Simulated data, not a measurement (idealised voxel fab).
process module | voxel gate over fins
cross-section cut | 265 nm wide | cells 5 nm
A cross-section is a grid of square cells, given in bands from the top down. A band is one or more rows of cells.
Each band's line starts with the height of the band's top and of its bottom, in nm. Then come its materials from left to right, each with its width in nm. One material with "throughout" fills the band from edge to edge. "air" is empty space.
Height 0 is the level under which the wafer as received is all one material. The lowest band goes on downwards, as in "0 down".
A width such as "30 to 40" changes by the same amount from each row of cells to the next, from the band's top row to its bottom row.
"no change" after a step means that no cell of the cross-section changed.
closed voids: empty space of 8 cells or more with no open way to the top, each as width x height at its distance from the left edge, in nm
after a step's settings: what the simulator itself notes on the step
overlay nm, on a step with a mask: how far to the right of its planned place the mask lay; to the left if negative
plan
1 op RECEIVE | material Si
2 op CONFORMAL_DEP | material SiN | thk nm 10
3 op DIRECTIONAL_DEP | material aC | thk nm 10
4 op PATTERN | tone cover | mask id FINS | material resist | width nm 15 | pitch nm 50 | thk nm 30 | overlay nm 0
5 op DIRECTIONAL_ETCH | etch materials aC | depth nm 10
6 op STRIP | etch materials resist
7 op DIRECTIONAL_ETCH | etch materials SiN | depth nm 10
8 op DIRECTIONAL_ETCH | etch materials Si | depth nm 40
9 op STRIP | etch materials aC
10 op FILL_DEP | material SiO2 | thk nm 15
11 op CMP | height nm 10
12 op PATTERN | tone open | mask id RAIL | material resist | width nm 15 | thk nm 15 | overlay nm 0
13 op DIRECTIONAL_ETCH | etch materials SiO2 | depth nm 45
14 op STRIP | etch materials resist
15 op CONFORMAL_DEP | material TiN | thk nm 5
16 op FILL_DEP | material W | thk nm 10
17 op CMP | height nm 10
18 op SELECTIVE_ETCH | etch materials W Ru TiN | depth nm 25
19 op FILL_DEP | material SiO2 | thk nm 5
20 op CMP | height nm 10
21 op SELECTIVE_ETCH | etch materials SiO2 | depth nm 20
22 op STRIP | etch materials SiN
23 op CONFORMAL_DEP | material HfO2 | thk nm 5
24 op CONFORMAL_DEP | material TiN | thk nm 5
25 op CONFORMAL_DEP | material TiAl | thk nm 5
26 op CONFORMAL_DEP | material TiN | thk nm 5
27 op FILL_DEP | material W | thk nm 10
28 op CMP | height nm 25
29 op CONFORMAL_DEP | material SiCN | thk nm 10
first wafer, as planned
as received, after step 1
  0 down: Si throughout
  closed voids: none
after step 2
  10 to 0: SiN throughout
  below 0: unchanged
after step 3
  20 to 10: aC throughout
  below 10: unchanged
after step 4
  50 to 20: air 100 | resist 15 | air 35 | resist 15 | air 100
  below 20: unchanged
after step 5
  40 to 20: air 100 | resist 15 | air 35 | resist 15 | air 100
  20 to 10: air 100 | aC 15 | air 35 | aC 15 | air 100
  below 10: unchanged
after step 6
  20 to 10: air 100 | aC 15 | air 35 | aC 15 | air 100
  below 10: unchanged
after step 7
  20 to 10: air 100 | aC 15 | air 35 | aC 15 | air 100
  10 to 0: air 100 | SiN 15 | air 35 | SiN 15 | air 100
  below 0: unchanged
after step 8
  20 to 10: air 100 | aC 15 | air 35 | aC 15 | air 100
  10 to 0: air 100 | SiN 15 | air 35 | SiN 15 | air 100
  0 to -40: air 100 | Si 15 | air 35 | Si 15 | air 100
  below -40: unchanged
after step 9
  10 to 0: air 100 | SiN 15 | air 35 | SiN 15 | air 100
  below 0: unchanged
after step 10
  25 to 10: SiO2 throughout
  10 to 0: SiO2 100 | SiN 15 | SiO2 35 | SiN 15 | SiO2 100
  0 to -40: SiO2 100 | Si 15 | SiO2 35 | Si 15 | SiO2 100
  below -40: unchanged
after step 11
  10 to 0: SiO2 100 | SiN 15 | SiO2 35 | SiN 15 | SiO2 100
  below 0: unchanged
after step 12
  25 to 10: resist 125 | air 15 | resist 125
  below 10: unchanged
after step 13
  25 to 10: resist 125 | air 15 | resist 125
  10 to 0: SiO2 100 | SiN 15 | SiO2 10 | air 15 | SiO2 10 | SiN 15 | SiO2 100
  0 to -35: SiO2 100 | Si 15 | SiO2 10 | air 15 | SiO2 10 | Si 15 | SiO2 100
  below -35: unchanged
after step 14
  10 to 0: SiO2 100 | SiN 15 | SiO2 10 | air 15 | SiO2 10 | SiN 15 | SiO2 100
  below 0: unchanged
after step 15
  15 to 10: TiN 130 | air 5 | TiN 130
  10 to 0: SiO2 100 | SiN 15 | SiO2 10 | TiN 5 | air 5 | TiN 5 | SiO2 10 | SiN 15 | SiO2 100
  0 to -30: SiO2 100 | Si 15 | SiO2 10 | TiN 5 | air 5 | TiN 5 | SiO2 10 | Si 15 | SiO2 100
  -30 to -35: SiO2 100 | Si 15 | SiO2 10 | TiN 15 | SiO2 10 | Si 15 | SiO2 100
  below -35: unchanged
after step 16
  25 to 15: W throughout
  15 to 10: TiN 130 | W 5 | TiN 130
  10 to 0: SiO2 100 | SiN 15 | SiO2 10 | TiN 5 | W 5 | TiN 5 | SiO2 10 | SiN 15 | SiO2 100
  0 to -30: SiO2 100 | Si 15 | SiO2 10 | TiN 5 | W 5 | TiN 5 | SiO2 10 | Si 15 | SiO2 100
  below -30: unchanged
after step 17
  10 to 0: SiO2 100 | SiN 15 | SiO2 10 | TiN 5 | W 5 | TiN 5 | SiO2 10 | SiN 15 | SiO2 100
  below 0: unchanged
after step 18
  10 to 0: SiO2 100 | SiN 15 | SiO2 10 | air 15 | SiO2 10 | SiN 15 | SiO2 100
  0 to -15: SiO2 100 | Si 15 | SiO2 10 | air 15 | SiO2 10 | Si 15 | SiO2 100
  below -15: unchanged
after step 19
  15 to 10: SiO2 throughout
  10 to 0: SiO2 100 | SiN 15 | SiO2 35 | SiN 15 | SiO2 100
  0 to -15: SiO2 100 | Si 15 | SiO2 35 | Si 15 | SiO2 100
  below -15: unchanged
after step 20
  10 to 0: SiO2 100 | SiN 15 | SiO2 35 | SiN 15 | SiO2 100
  below 0: unchanged
after step 21
  10 to 0: air 100 | SiN 15 | air 35 | SiN 15 | air 100
  0 to -10: air 100 | Si 15 | air 35 | Si 15 | air 100
  below -10: unchanged
after step 22
  0 to -10: air 100 | Si 15 | air 35 | Si 15 | air 100
  below -10: unchanged
after step 23
  5 to 0: air 95 | HfO2 25 | air 25 | HfO2 25 | air 95
  0 to -5: air 95 | HfO2 5 | Si 15 | HfO2 5 | air 25 | HfO2 5 | Si 15 | HfO2 5 | air 95
  -5 to -10: HfO2 100 | Si 15 | HfO2 35 | Si 15 | HfO2 100
  below -10: unchanged
after step 24
  10 to 5: air 90 | TiN 35 | air 15 | TiN 35 | air 90
  5 to 0: air 90 | TiN 5 | HfO2 25 | TiN 5 | air 15 | TiN 5 | HfO2 25 | TiN 5 | air 90
  0 to -5: TiN 95 | HfO2 5 | Si 15 | HfO2 5 | TiN 25 | HfO2 5 | Si 15 | HfO2 5 | TiN 95
  below -5: unchanged
after step 25
  15 to 10: air 85 | TiAl 45 | air 5 | TiAl 45 | air 85
  10 to 5: air 85 | TiAl 5 | TiN 35 | TiAl 5 | air 5 | TiAl 5 | TiN 35 | TiAl 5 | air 85
  5 to 0: TiAl 90 | TiN 5 | HfO2 25 | TiN 5 | TiAl 15 | TiN 5 | HfO2 25 | TiN 5 | TiAl 90
  below 0: unchanged
after step 26
  20 to 15: air 80 | TiN 105 | air 80
  15 to 10: air 80 | TiN 5 | TiAl 45 | TiN 5 | TiAl 45 | TiN 5 | air 80
  10 to 5: TiN 85 | TiAl 5 | TiN 35 | TiAl 5 | TiN 5 | TiAl 5 | TiN 35 | TiAl 5 | TiN 85
  below 5: unchanged
after step 27
  30 to 20: W throughout
  20 to 15: W 80 | TiN 105 | W 80
  15 to 10: W 80 | TiN 5 | TiAl 45 | TiN 5 | TiAl 45 | TiN 5 | W 80
  below 10: unchanged
after step 28
  25 to 20: W throughout
  below 20: unchanged
after step 29
  35 to 25: SiCN throughout
  below 25: unchanged
second wafer: like start, like plan, one mistake. Through step 7 it matches the first wafer
when step 8 should have ended
  20 to 10: air 100 | aC 15 | air 35 | aC 15 | air 100
  10 to 0: air 100 | SiN 15 | air 35 | SiN 15 | air 100
  0 to -50: air 100 | Si 15 | air 35 | Si 15 | air 100
  below -50: unchanged
when step 9 should have ended
  10 to 0: air 100 | SiN 15 | air 35 | SiN 15 | air 100
  below 0: unchanged
when step 10 should have ended
  25 to 10: SiO2 throughout
  10 to 0: SiO2 100 | SiN 15 | SiO2 35 | SiN 15 | SiO2 100
  0 to -50: SiO2 100 | Si 15 | SiO2 35 | Si 15 | SiO2 100
  below -50: unchanged
when step 11 should have ended
  10 to 0: SiO2 100 | SiN 15 | SiO2 35 | SiN 15 | SiO2 100
  below 0: unchanged
when step 12 should have ended
  25 to 10: resist 125 | air 15 | resist 125
  below 10: unchanged
when step 13 should have ended
  25 to 10: resist 125 | air 15 | resist 125
  10 to 0: SiO2 100 | SiN 15 | SiO2 10 | air 15 | SiO2 10 | SiN 15 | SiO2 100
  0 to -35: SiO2 100 | Si 15 | SiO2 10 | air 15 | SiO2 10 | Si 15 | SiO2 100
  below -35: unchanged
when step 14 should have ended
  10 to 0: SiO2 100 | SiN 15 | SiO2 10 | air 15 | SiO2 10 | SiN 15 | SiO2 100
  below 0: unchanged
when step 15 should have ended
  15 to 10: TiN 130 | air 5 | TiN 130
  10 to 0: SiO2 100 | SiN 15 | SiO2 10 | TiN 5 | air 5 | TiN 5 | SiO2 10 | SiN 15 | SiO2 100
  0 to -30: SiO2 100 | Si 15 | SiO2 10 | TiN 5 | air 5 | TiN 5 | SiO2 10 | Si 15 | SiO2 100
  -30 to -35: SiO2 100 | Si 15 | SiO2 10 | TiN 15 | SiO2 10 | Si 15 | SiO2 100
  below -35: unchanged
when step 16 should have ended
  25 to 15: W throughout
  15 to 10: TiN 130 | W 5 | TiN 130
  10 to 0: SiO2 100 | SiN 15 | SiO2 10 | TiN 5 | W 5 | TiN 5 | SiO2 10 | SiN 15 | SiO2 100
  0 to -30: SiO2 100 | Si 15 | SiO2 10 | TiN 5 | W 5 | TiN 5 | SiO2 10 | Si 15 | SiO2 100
  below -30: unchanged
when step 17 should have ended
  10 to 0: SiO2 100 | SiN 15 | SiO2 10 | TiN 5 | W 5 | TiN 5 | SiO2 10 | SiN 15 | SiO2 100
  below 0: unchanged
when step 18 should have ended
  10 to 0: SiO2 100 | SiN 15 | SiO2 10 | air 15 | SiO2 10 | SiN 15 | SiO2 100
  0 to -15: SiO2 100 | Si 15 | SiO2 10 | air 15 | SiO2 10 | Si 15 | SiO2 100
  below -15: unchanged
when step 19 should have ended
  15 to 10: SiO2 throughout
  10 to 0: SiO2 100 | SiN 15 | SiO2 35 | SiN 15 | SiO2 100
  0 to -15: SiO2 100 | Si 15 | SiO2 35 | Si 15 | SiO2 100
  below -15: unchanged
when step 20 should have ended
  10 to 0: SiO2 100 | SiN 15 | SiO2 35 | SiN 15 | SiO2 100
  below 0: unchanged
when step 21 should have ended
  10 to 0: air 100 | SiN 15 | air 35 | SiN 15 | air 100
  0 to -10: air 100 | Si 15 | air 35 | Si 15 | air 100
  below -10: unchanged
when step 22 should have ended
  0 to -10: air 100 | Si 15 | air 35 | Si 15 | air 100
  below -10: unchanged
when step 23 should have ended
  5 to 0: air 95 | HfO2 25 | air 25 | HfO2 25 | air 95
  0 to -5: air 95 | HfO2 5 | Si 15 | HfO2 5 | air 25 | HfO2 5 | Si 15 | HfO2 5 | air 95
  -5 to -10: HfO2 100 | Si 15 | HfO2 35 | Si 15 | HfO2 100
  below -10: unchanged
when step 24 should have ended
  10 to 5: air 90 | TiN 35 | air 15 | TiN 35 | air 90
  5 to 0: air 90 | TiN 5 | HfO2 25 | TiN 5 | air 15 | TiN 5 | HfO2 25 | TiN 5 | air 90
  0 to -5: TiN 95 | HfO2 5 | Si 15 | HfO2 5 | TiN 25 | HfO2 5 | Si 15 | HfO2 5 | TiN 95
  below -5: unchanged
when step 25 should have ended
  15 to 10: air 85 | TiAl 45 | air 5 | TiAl 45 | air 85
  10 to 5: air 85 | TiAl 5 | TiN 35 | TiAl 5 | air 5 | TiAl 5 | TiN 35 | TiAl 5 | air 85
  5 to 0: TiAl 90 | TiN 5 | HfO2 25 | TiN 5 | TiAl 15 | TiN 5 | HfO2 25 | TiN 5 | TiAl 90
  below 0: unchanged
when step 26 should have ended
  20 to 15: air 80 | TiN 105 | air 80
  15 to 10: air 80 | TiN 5 | TiAl 45 | TiN 5 | TiAl 45 | TiN 5 | air 80
  10 to 5: TiN 85 | TiAl 5 | TiN 35 | TiAl 5 | TiN 5 | TiAl 5 | TiN 35 | TiAl 5 | TiN 85
  below 5: unchanged
when step 27 should have ended
  30 to 20: W throughout
  20 to 15: W 80 | TiN 105 | W 80
  15 to 10: W 80 | TiN 5 | TiAl 45 | TiN 5 | TiAl 45 | TiN 5 | W 80
  below 10: unchanged
when step 28 should have ended
  25 to 20: W throughout
  below 20: unchanged
when step 29 should have ended
  35 to 25: SiCN throughout
  below 25: unchanged
what went wrong: step 8 ran as: op DIRECTIONAL_ETCH | etch materials Si | depth nm 50
at the end the second wafer has, in cells: 94 fewer of Si | 94 more of SiO2
